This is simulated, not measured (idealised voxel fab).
You're looking at the process module voxel double patterning.
The cross-section shown here is cut; it is 210 nm wide and divided into square cells measuring 5 nm on a side.
How to read a cross-section here: the picture is a grid of square cells, written as bands going from the top down, and any band can span one or more rows of cells. For a band, the entry starts with two heights in nm, that of the top and then that of the bottom, and carries on with the band's materials in order from left to right, each alongside its width in nm; the word "all across" beside a single material means it fills the band edge to edge, and "blank" means empty space. Convention: height 0 is the level below which the wafer, as received, is all one material. The lowest band does not terminate at the bottom but continues downward, represented as "z 0 and below". Read "30->40" as a graded width: first number on top, second number at the bottom, same change between each pair of neighbouring rows. Any step labelled "all unchanged" changed none of the cells in the cross-section. In the "Enclosed void entries" entry, you get each enclosed empty space of 8 cells or more, one with no open way to the top, written width x height at distance, distance from the left edge, in nm. On a step's line, text after the settings is the simulator commenting on that step. The line of a step may include "overlay nm". On a step with a mask, this value is how far to the right of its planned place the mask lay. A negative value means the mask lay to the left.
## Set out below are the planned steps of the process
step 1: RECEIVE: material Si
step 2: CONFORMAL_DEP: material SiO2, thk nm 5
step 3: DIRECTIONAL_DEP: material polySi, thk nm 15
step 4: DIRECTIONAL_DEP: material SiN, thk nm 10
step 5: PATTERN: tone open, mask id FIRST, material resist, width nm 15, pitch nm 50, thk nm 15, overlay nm 0
step 6: DIRECTIONAL_ETCH: etch materials SiN, depth nm 10
step 7: STRIP: etch materials resist
step 8: MASKED_ETCH: tone open, mask id SECOND, width nm 15, etch materials SiN, depth nm 10, overlay nm 0
step 9: DIRECTIONAL_ETCH: etch materials polySi, depth nm 15
step 10: STRIP: etch materials SiN
## First of the two wafers, run per plan
## Wafer at receipt (post step 1), cross-section
	z 0 and below: Si all across
	Enclosed void entries: none
## The wafer, seen in cross-section, after step 2
	z 5 to 0: SiO2 all across
	Beneath the level 0, the cross-section is identical to its previous state.
## The wafer, seen in cross-section, after step 3
	z 20 to 5: polySi all across
	Beneath the level 5, the cross-section is identical to its previous state.
## The wafer, seen in cross-section, after step 4
	z 30 to 20: SiN all across
	Beneath the level 20, the cross-section is identical to its previous state.
## The wafer, seen in cross-section, after step 5
	z 45 to 30: 70 nm resist, 15 nm blank, 35 nm resist, 15 nm blank, 75 nm resist
	Beneath the level 30, the cross-section is identical to its previous state.
## The wafer, seen in cross-section, after step 6
	z 45 to 30: 70 nm resist, 15 nm blank, 35 nm resist, 15 nm blank, 75 nm resist
	z 30 to 20: 70 nm SiN, 15 nm blank, 35 nm SiN, 15 nm blank, 75 nm SiN
	Beneath the level 20, the cross-section is identical to its previous state.
## The wafer, seen in cross-section, after step 7
	z 30 to 20: 70 nm SiN, 15 nm blank, 35 nm SiN, 15 nm blank, 75 nm SiN
	Beneath the level 20, the cross-section is identical to its previous state.
## The wafer, seen in cross-section, after step 8
	z 30 to 20: 70 nm SiN, 15 nm blank, 10 nm SiN, 15 nm blank, 10 nm SiN, 15 nm blank, 75 nm SiN
	Beneath the level 20, the cross-section is identical to its previous state.
## The wafer, seen in cross-section, after step 9
	z 30 to 20: 70 nm SiN, 15 nm blank, 10 nm SiN, 15 nm blank, 10 nm SiN, 15 nm blank, 75 nm SiN
	z 20 to 5: 70 nm polySi, 15 nm blank, 10 nm polySi, 15 nm blank, 10 nm polySi, 15 nm blank, 75 nm polySi
	Beneath the level 5, the cross-section is identical to its previous state.
## The wafer, seen in cross-section, after step 10
	z 20 to 5: 70 nm polySi, 15 nm blank, 10 nm polySi, 15 nm blank, 10 nm polySi, 15 nm blank, 75 nm polySi
	Beneath the level 5, the cross-section is identical to its previous state.
## second wafer: like start, like plan, one mistake. Through step 1 it matches the first wafer
Cross-sectional view of the second wafer at the intended end time of process step 2: all unchanged
## Cross-sectional view of the second wafer at the intended end time of process step 3
	z 15 to 0: polySi all across
	Beneath the level 0, the cross-section is identical to its previous state.
## Cross-sectional view of the second wafer at the intended end time of process step 4
	z 25 to 15: SiN all across
	Beneath the level 15, the cross-section is identical to its previous state.
## Cross-sectional view of the second wafer at the intended end time of process step 5
	z 40 to 25: 70 nm resist, 15 nm blank, 35 nm resist, 15 nm blank, 75 nm resist
	Beneath the level 25, the cross-section is identical to its previous state.
## Cross-sectional view of the second wafer at the intended end time of process step 6
	z 40 to 25: 70 nm resist, 15 nm blank, 35 nm resist, 15 nm blank, 75 nm resist
	z 25 to 15: 70 nm SiN, 15 nm blank, 35 nm SiN, 15 nm blank, 75 nm SiN
	Beneath the level 15, the cross-section is identical to its previous state.
## Cross-sectional view of the second wafer at the intended end time of process step 7
	z 25 to 15: 70 nm SiN, 15 nm blank, 35 nm SiN, 15 nm blank, 75 nm SiN
	Beneath the level 15, the cross-section is identical to its previous state.
## Cross-sectional view of the second wafer at the intended end time of process step 8
	z 25 to 15: 70 nm SiN, 15 nm blank, 10 nm SiN, 15 nm blank, 10 nm SiN, 15 nm blank, 75 nm SiN
	Beneath the level 15, the cross-section is identical to its previous state.
## Cross-sectional view of the second wafer at the intended end time of process step 9
	z 25 to 15: 70 nm SiN, 15 nm blank, 10 nm SiN, 15 nm blank, 10 nm SiN, 15 nm blank, 75 nm SiN
	z 15 to 0: 70 nm polySi, 15 nm blank, 10 nm polySi, 15 nm blank, 10 nm polySi, 15 nm blank, 75 nm polySi
	Beneath the level 0, the cross-section is identical to its previous state.
## Cross-sectional view of the second wafer at the intended end time of process step 10
	z 15 to 0: 70 nm polySi, 15 nm blank, 10 nm polySi, 15 nm blank, 10 nm polySi, 15 nm blank, 75 nm polySi
	Beneath the level 0, the cross-section is identical to its previous state.
What was done differently from what was planned? step 2 of the plan was jumped over and never run
Wafer comparison, final, in cells, second relative to first, materials more or fewer: SiO2 -42
